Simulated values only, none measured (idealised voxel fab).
process module | voxel transistor to metal
cross-section cut | 165 nm wide | cells 5 nm
A cross-section is a grid of square cells, given in bands from the top down. A band is one or more rows of cells.
Each band's line starts with the height of the band's top and of its bottom, in nm. Then come its materials from left to right, each with its width in nm. One material with "throughout" fills the band from edge to edge. "air" is empty space.
Height 0 is the level under which the wafer as received is all one material. The lowest band goes on downwards, as in "0 down".
A width such as "30 to 40" changes by the same amount from each row of cells to the next, from the band's top row to its bottom row.
"no change" after a step means that no cell of the cross-section changed.
closed voids: empty space of 8 cells or more with no open way to the top, each as width x height at its distance from the left edge, in nm
after a step's settings: what the simulator itself notes on the step
overlay nm, on a step with a mask: how far to the right of its planned place the mask lay; to the left if negative
plan
1 op RECEIVE | material Si
2 op CONFORMAL_DEP | material SiO2 | thk nm 5
3 op CONFORMAL_DEP | material SiN | thk nm 15
4 op DIRECTIONAL_DEP | material aC | thk nm 10
5 op PATTERN | tone cover | mask id ACTIVE | material resist | width nm 105 | thk nm 30 | overlay nm 0
6 op DIRECTIONAL_ETCH | etch materials aC | depth nm 10
7 op STRIP | etch materials resist
8 op DIRECTIONAL_ETCH | etch materials SiN | depth nm 15
9 op DIRECTIONAL_ETCH | etch materials SiO2 | depth nm 5
10 op DIRECTIONAL_ETCH | etch materials Si | depth nm 30
11 op STRIP | etch materials aC
12 op OXIDIZE | depth nm 5
13 op FILL_DEP | material SiO2 | thk nm 10
14 op CMP | height nm 20
15 op SELECTIVE_ETCH | etch materials SiO2 | depth nm 10
16 op STRIP | etch materials SiN
17 op SELECTIVE_ETCH | etch materials SiO2 | depth nm 5
18 op OXIDIZE | depth nm 5
19 op DIRECTIONAL_DEP | material polySi | thk nm 20
20 op DIRECTIONAL_DEP | material SiCN | thk nm 10
21 op PATTERN | tone cover | mask id GATE | material resist | width nm 35 | thk nm 20 | overlay nm 0
22 op DIRECTIONAL_ETCH | etch materials SiCN | depth nm 20
23 op DIRECTIONAL_ETCH | etch materials polySi | depth nm 30
24 op STRIP | etch materials resist
25 op CONFORMAL_DEP | material SiO2 | thk nm 5
26 op DIRECTIONAL_ETCH | etch materials SiO2 | depth nm 5
27 op CONFORMAL_DEP | material SiN | thk nm 10
28 op DIRECTIONAL_ETCH | etch materials SiN | depth nm 10
29 op DIRECTIONAL_ETCH | etch materials SiO2 | depth nm 5
30 op DIRECTIONAL_ETCH | etch materials Si | depth nm 5
31 op EPI | material pSi | thk nm 5
32 op FILL_DEP | material SiO2 | thk nm 10
33 op CMP | height nm 20
34 op STRIP | etch materials polySi
35 op SELECTIVE_ETCH | etch materials SiO2 | depth nm 5
36 op CONFORMAL_DEP | material HfO2 | thk nm 5
37 op CONFORMAL_DEP | material TiN | thk nm 5
38 op FILL_DEP | material W | thk nm 10
39 op CMP | height nm 15
40 op DIRECTIONAL_DEP | material SiO2 | thk nm 15
41 op DIRECTIONAL_DEP | material aC | thk nm 10
42 op PATTERN | tone open | mask id CONTACT | material resist | width nm 15 | pitch nm 80 | thk nm 30 | overlay nm 0
43 op DIRECTIONAL_ETCH | etch materials aC | depth nm 10
44 op STRIP | etch materials resist
45 op DIRECTIONAL_ETCH | etch materials SiO2 | depth nm 30
46 op STRIP | etch materials aC
47 op CONFORMAL_DEP | material TiN | thk nm 5
48 op FILL_DEP | material Ru | thk nm 5
49 op CMP | height nm 30
50 op DIRECTIONAL_DEP | material TiN | thk nm 5
51 op DIRECTIONAL_DEP | material Ru | thk nm 20
52 op MASKED_ETCH | tone cover | mask id METAL_1 | width nm 15 | pitch nm 80 | etch materials Ru | depth nm 20 | overlay nm 0
53 op MASKED_ETCH | tone cover | mask id METAL_1 | width nm 15 | pitch nm 80 | etch materials TiN | depth nm 5 | overlay nm 0
54 op CONFORMAL_DEP | material SiN | thk nm 5
55 op FILL_DEP | material lowk | thk nm 10
56 op CMP | height nm 55
57 op CONFORMAL_DEP | material SiCN | thk nm 5
58 op DIRECTIONAL_DEP | material SiO2 | thk nm 25
59 op DIRECTIONAL_DEP | material aC | thk nm 10
60 op PATTERN | tone open | mask id METAL_2 | material resist | width nm 15 | pitch nm 80 | thk nm 25 | overlay nm 0
61 op DIRECTIONAL_ETCH | etch materials aC | depth nm 10
62 op STRIP | etch materials resist
63 op DIRECTIONAL_ETCH | etch materials SiO2 | depth nm 15
64 op STRIP | etch materials aC
65 op MASKED_ETCH | tone open | mask id METAL_2_HOLES | width nm 15 | pitch nm 80 | etch materials SiO2 | depth nm 10 | overlay nm 0
66 op MASKED_ETCH | tone open | mask id METAL_2_HOLES | width nm 15 | pitch nm 80 | etch materials SiCN | depth nm 5 | overlay nm 0
67 op CONFORMAL_DEP | material TiN | thk nm 5
68 op FILL_DEP | material Cu | thk nm 10
69 op CMP | height nm 85
70 op CONFORMAL_DEP | material SiN | thk nm 5
as received, after step 1
  0 down: Si throughout
  closed voids: none
a wafer at the end: this start, this plan, one mistake
  90 to 85: SiN throughout
  85 to 60: SiO2 35 | TiN 5 | Cu 5 | TiN 5 | SiO2 65 | TiN 5 | Cu 5 | TiN 5 | SiO2 35
  60 to 55: SiCN 35 | TiN 15 | SiCN 65 | TiN 15 | SiCN 35
  55 to 35: lowk 30 | SiN 5 | Ru 15 | SiN 5 | lowk 55 | SiN 5 | Ru 15 | SiN 5 | lowk 30
  35 to 30: SiN 35 | TiN 15 | SiN 65 | TiN 15 | SiN 35
  30 to 15: SiO2 35 | TiN 5 | Ru 5 | TiN 5 | SiO2 65 | TiN 5 | Ru 5 | TiN 5 | SiO2 35
  15 to 10: SiO2 35 | TiN 5 | Ru 5 | TiN 5 | SiN 10 | TiN 10 | W 25 | TiN 10 | SiN 10 | TiN 5 | Ru 5 | TiN 5 | SiO2 35
  10 to 5: SiO2 35 | TiN 15 | SiN 10 | TiN 10 | W 25 | TiN 10 | SiN 10 | TiN 15 | SiO2 35
  5 to 0: SiO2 30 | SiN 10 | TiN 10 | SiN 10 | TiN 45 | SiN 10 | TiN 10 | SiN 10 | SiO2 30
  0 to -5: SiO2 40 | pSi 10 | SiO2 10 | TiN 45 | SiO2 10 | pSi 10 | SiO2 40
  -5 to -10: SiO2 35 | Si 5 | pSi 10 | Si 65 | pSi 10 | Si 5 | SiO2 35
  -10 to -35: SiO2 35 | Si 95 | SiO2 35
  -35 down: Si throughout
  closed voids: none
what went wrong: step 36 ran as: op CONFORMAL_DEP | material TiN | thk nm 5
